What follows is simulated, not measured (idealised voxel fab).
process module | voxel trench capacitor
cross-section cut | 225 nm wide | cells 5 nm
A cross-section is a grid of square cells, given in bands from the top down. A band is one or more rows of cells.
Each band's line starts with the height of the band's top and of its bottom, in nm. Then come its materials from left to right, each with its width in nm. One material with "throughout" fills the band from edge to edge. "air" is empty space.
Height 0 is the level under which the wafer as received is all one material. The lowest band goes on downwards, as in "0 down".
A width such as "30 to 40" changes by the same amount from each row of cells to the next, from the band's top row to its bottom row.
"no change" after a step means that no cell of the cross-section changed.
closed voids: empty space of 8 cells or more with no open way to the top, each as width x height at its distance from the left edge, in nm
after a step's settings: what the simulator itself notes on the step
overlay nm, on a step with a mask: how far to the right of its planned place the mask lay; to the left if negative
plan
1 op RECEIVE | material Si
2 op CONFORMAL_DEP | material SiN | thk nm 10
3 op PATTERN | tone open | mask id TRENCH | material resist | width nm 15 | pitch nm 50 | thk nm 20 | overlay nm 0
4 op DIRECTIONAL_ETCH | etch materials SiN | depth nm 10
5 op DIRECTIONAL_ETCH | etch materials Si | depth nm 30
6 op STRIP | etch materials resist
7 op CONFORMAL_DEP | material Al2O3 | thk nm 5
8 op FILL_DEP | material polySi | thk nm 10
9 op CMP | height nm 10
varied across the wafers: width nm of step 3. The plan shows the first wafer's value. All wafers start alike
first wafer as received, after step 1
  0 down: Si throughout
  closed voids: none
each wafer at the end: cells of each material gained (+) or lost (-) since it was received, then its closed voids
width nm 15 | +51 Al2O3 | -54 Si | +72 SiN | +21 polySi | closed voids: none
width nm 20 | +54 Al2O3 | -72 Si | +66 SiN | +42 polySi | closed voids: none
width nm 25 | +57 Al2O3 | -90 Si | +60 SiN | +63 polySi | closed voids: none
width nm 30 | +60 Al2O3 | -108 Si | +54 SiN | +84 polySi | closed voids: none
width nm 35 | +63 Al2O3 | -126 Si | +48 SiN | +105 polySi | closed voids: none
